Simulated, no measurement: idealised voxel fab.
Presented below is a process module, voxel transistor to metal.
The width of the displayed cross-section, cut, is 270 nm; its cells are square, with a size of 5 nm.
We lay out every cross-section as a grid of square cells and spell it out in bands from the top down, where one band means one or more rows of cells.
Quick guide to a band line: top height, bottom height (nm) up front; then every material left to right with its width in nm. Only one material and it's marked "everywhere"? Then it fills the band edge to edge. And "empty" just means empty space.
Counting heights begins at 0, where everything beneath is, in the wafer as received, one material. The lowest band has no bottom; it goes on downwards, as "0 down" shows.
So if you see something like "30 to 40" for the width, read it as the top row of the band sitting at the first number and the bottom row at the second, with every row in between moving by the same amount as the last.
No cell of the cross-section changed in a step that is given as "no alterations made".
The entry "Closed internal cavities" lists the empty spaces that cover at least 8 cells and have no open path to the top. Each is written as width x height at distance, where the distance is measured from the left edge and all three values are in nm.
Heads up: the bit after the settings on a step's line is the simulator's remark on that step.
If you see "overlay nm" on a step's line and that step has a mask, it's telling you how far right of where it was planned the mask ended up; a negative number means it went left instead.
# The following list gives the planned process steps
1. RECEIVE, material Si
2. OXIDIZE, depth nm 5
3. CONFORMAL_DEP, material SiN, thk nm 15
4. MASKED_ETCH, tone cover, mask id ACTIVE, width nm 105, pitch nm 135, etch materials SiN, depth nm 15, overlay nm 0
5. MASKED_ETCH, tone cover, mask id ACTIVE, width nm 105, pitch nm 135, etch materials SiO2, depth nm 5, overlay nm 0
6. MASKED_ETCH, tone cover, mask id ACTIVE, width nm 105, pitch nm 135, etch materials Si, depth nm 35, overlay nm 0
7. OXIDIZE, depth nm 5
8. FILL_DEP, material SiO2, thk nm 15
9. CMP, height nm 15
10. SELECTIVE_ETCH, etch materials SiO2, depth nm 15
11. STRIP, etch materials SiN
12. SELECTIVE_ETCH, etch materials SiO2, depth nm 5
13. OXIDIZE, depth nm 5
14. DIRECTIONAL_DEP, material polySi, thk nm 25
15. DIRECTIONAL_DEP, material SiCN, thk nm 15
16. MASKED_ETCH, tone cover, mask id GATE, width nm 25, pitch nm 135, etch materials SiCN, depth nm 25, overlay nm 0
17. MASKED_ETCH, tone cover, mask id GATE, width nm 25, pitch nm 135, etch materials polySi, depth nm 35, overlay nm 0
18. CONFORMAL_DEP, material SiO2, thk nm 5
19. DIRECTIONAL_ETCH, etch materials SiO2, depth nm 5
20. CONFORMAL_DEP, material SiN, thk nm 10
21. DIRECTIONAL_ETCH, etch materials SiN, depth nm 10
22. DIRECTIONAL_ETCH, etch materials SiO2, depth nm 5
23. DIRECTIONAL_ETCH, etch materials Si, depth nm 5
24. EPI, material pSi, thk nm 10
25. FILL_DEP, material SiO2, thk nm 10
26. CMP, height nm 20
27. STRIP, etch materials polySi
28. SELECTIVE_ETCH, etch materials SiO2, depth nm 5
29. CONFORMAL_DEP, material HfO2, thk nm 5
30. CONFORMAL_DEP, material TiN, thk nm 5
31. FILL_DEP, material W, thk nm 10
32. CMP, height nm 15
33. DIRECTIONAL_DEP, material SiO2, thk nm 10
34. DIRECTIONAL_DEP, material aC, thk nm 10
35. PATTERN, tone open, mask id CONTACT, material resist, width nm 20, thk nm 30, overlay nm 0
36. DIRECTIONAL_ETCH, etch materials aC, depth nm 10
37. STRIP, etch materials resist
38. DIRECTIONAL_ETCH, etch materials SiO2, depth nm 30
39. STRIP, etch materials aC
40. CONFORMAL_DEP, material TiN, thk nm 5
41. FILL_DEP, material W, thk nm 10
42. CMP, height nm 25
43. CONFORMAL_DEP, material SiN, thk nm 5
44. DIRECTIONAL_DEP, material lowk, thk nm 25
45. DIRECTIONAL_DEP, material aC, thk nm 15
46. PATTERN, tone open, mask id METAL_1, material resist, width nm 20, thk nm 30, overlay nm 0
47. DIRECTIONAL_ETCH, etch materials aC, depth nm 15
48. STRIP, etch materials resist
49. DIRECTIONAL_ETCH, etch materials lowk, depth nm 25
50. DIRECTIONAL_ETCH, etch materials SiN, depth nm 5
51. STRIP, etch materials aC
52. CONFORMAL_DEP, material TiN, thk nm 5
53. FILL_DEP, material Cu, thk nm 5
54. CMP, height nm 55
55. EPI, material Ru, thk nm 5
56. FILL_DEP, material SiCN, thk nm 5
All wafers enter the flow in the same state. The depth nm at step 2 differs from wafer to wafer, and the plan gives the value for the first wafer.
# The first of several wafers in cross-section, exactly as it reached us after step 1
* 0 down | Si everywhere
* Closed internal cavities: none
# Post step 56, the closing step of the module: first of several wafers, cross-sectioned
* 65 to 60 | SiCN everywhere
* 60 to 55 | 15 of SiCN | 30 of Ru | 45 of SiCN | 30 of Ru | 30 of SiCN | 30 of Ru | 45 of SiCN | 30 of Ru | 15 of SiCN
* 55 to 30 | 20 of lowk | 5 of TiN | 10 of Cu | 5 of TiN | 55 of lowk | 5 of TiN | 10 of Cu | 5 of TiN | 40 of lowk | 5 of TiN | 10 of Cu | 5 of TiN | 55 of lowk | 5 of TiN | 10 of Cu | 5 of TiN | 20 of lowk
* 30 to 25 | 20 of SiN | 20 of TiN | 55 of SiN | 20 of TiN | 40 of SiN | 20 of TiN | 55 of SiN | 20 of TiN | 20 of SiN
* 25 to 15 | 20 of SiO2 | 5 of TiN | 10 of W | 5 of TiN | 55 of SiO2 | 5 of TiN | 10 of W | 5 of TiN | 40 of SiO2 | 5 of TiN | 10 of W | 5 of TiN | 55 of SiO2 | 5 of TiN | 10 of W | 5 of TiN | 20 of SiO2
* 15 to 5 | 20 of SiO2 | 5 of TiN | 10 of W | 5 of TiN | 10 of SiN | 5 of HfO2 | 5 of TiN | 15 of W | 5 of TiN | 5 of HfO2 | 10 of SiN | 5 of TiN | 10 of W | 5 of TiN | 40 of SiO2 | 5 of TiN | 10 of W | 5 of TiN | 10 of SiN | 5 of HfO2 | 5 of TiN | 15 of W | 5 of TiN | 5 of HfO2 | 10 of SiN | 5 of TiN | 10 of W | 5 of TiN | 20 of SiO2
* 5 to 0 | 20 of SiO2 | 20 of TiN | 10 of SiN | 5 of HfO2 | 5 of TiN | 15 of W | 5 of TiN | 5 of HfO2 | 10 of SiN | 20 of TiN | 40 of SiO2 | 20 of TiN | 10 of SiN | 5 of HfO2 | 5 of TiN | 15 of W | 5 of TiN | 5 of HfO2 | 10 of SiN | 20 of TiN | 20 of SiO2
* 0 to -5 | 20 of SiO2 | 10 of TiN | 10 of pSi | 10 of SiN | 5 of HfO2 | 25 of TiN | 5 of HfO2 | 10 of SiN | 10 of pSi | 10 of TiN | 40 of SiO2 | 10 of TiN | 10 of pSi | 10 of SiN | 5 of HfO2 | 25 of TiN | 5 of HfO2 | 10 of SiN | 10 of pSi | 10 of TiN | 20 of SiO2
* -5 to -10 | 15 of SiO2 | 25 of pSi | 10 of SiO2 | 35 of HfO2 | 10 of SiO2 | 25 of pSi | 30 of SiO2 | 25 of pSi | 10 of SiO2 | 35 of HfO2 | 10 of SiO2 | 25 of pSi | 15 of SiO2
* -10 to -15 | 20 of SiO2 | 20 of pSi | 55 of Si | 20 of pSi | 40 of SiO2 | 20 of pSi | 55 of Si | 20 of pSi | 20 of SiO2
* -15 to -45 | 20 of SiO2 | 95 of Si | 40 of SiO2 | 95 of Si | 20 of SiO2
* -45 down | Si everywhere
* Closed internal cavities: none
# Last wafer x-sec, end of module
* 65 to 60 | SiCN everywhere
* 60 to 55 | 15 of SiCN | 30 of Ru | 45 of SiCN | 30 of Ru | 30 of SiCN | 30 of Ru | 45 of SiCN | 30 of Ru | 15 of SiCN
* 55 to 30 | 20 of lowk | 5 of TiN | 10 of Cu | 5 of TiN | 55 of lowk | 5 of TiN | 10 of Cu | 5 of TiN | 40 of lowk | 5 of TiN | 10 of Cu | 5 of TiN | 55 of lowk | 5 of TiN | 10 of Cu | 5 of TiN | 20 of lowk
* 30 to 25 | 20 of SiN | 20 of TiN | 55 of SiN | 20 of TiN | 40 of SiN | 20 of TiN | 55 of SiN | 20 of TiN | 20 of SiN
* 25 to 15 | 20 of SiO2 | 5 of TiN | 10 of W | 5 of TiN | 55 of SiO2 | 5 of TiN | 10 of W | 5 of TiN | 40 of SiO2 | 5 of TiN | 10 of W | 5 of TiN | 55 of SiO2 | 5 of TiN | 10 of W | 5 of TiN | 20 of SiO2
* 15 to 0 | 20 of SiO2 | 5 of TiN | 10 of W | 5 of TiN | 10 of SiN | 5 of HfO2 | 5 of TiN | 15 of W | 5 of TiN | 5 of HfO2 | 10 of SiN | 5 of TiN | 10 of W | 5 of TiN | 40 of SiO2 | 5 of TiN | 10 of W | 5 of TiN | 10 of SiN | 5 of HfO2 | 5 of TiN | 15 of W | 5 of TiN | 5 of HfO2 | 10 of SiN | 5 of TiN | 10 of W | 5 of TiN | 20 of SiO2
* 0 to -5 | 20 of SiO2 | 20 of TiN | 10 of SiN | 5 of HfO2 | 25 of TiN | 5 of HfO2 | 10 of SiN | 20 of TiN | 40 of SiO2 | 20 of TiN | 10 of SiN | 5 of HfO2 | 25 of TiN | 5 of HfO2 | 10 of SiN | 20 of TiN | 20 of SiO2
* -5 to -10 | 50 of SiO2 | 35 of HfO2 | 100 of SiO2 | 35 of HfO2 | 50 of SiO2
* -10 to -20 | SiO2 everywhere
* -20 down | Si everywhere
* Closed internal cavities: none
# Where each wafer stands at the end of the module, a row apiece: cells of each material gained (+) or lost (-) since it was received, then closed voids
depth nm 5; +40 Cu; +30 HfO2; +24 Ru; -236 Si; +84 SiCN; +70 SiN; +272 SiO2; +134 TiN; +50 W; +190 lowk; +44 pSi; Closed internal cavities: none
depth nm 10; +40 Cu; +30 HfO2; +24 Ru; -140 Si; +84 SiCN; +70 SiN; +148 SiO2; +134 TiN; +50 W; +190 lowk; +72 pSi; Closed internal cavities: none
depth nm 15; +40 Cu; +30 HfO2; +24 Ru; -162 Si; +84 SiCN; +70 SiN; +234 SiO2; +134 TiN; +58 W; +190 lowk; Closed internal cavities: none
depth nm 20; +40 Cu; +30 HfO2; +24 Ru; -216 Si; +84 SiCN; +70 SiN; +288 SiO2; +134 TiN; +58 W; +190 lowk; Closed internal cavities: none
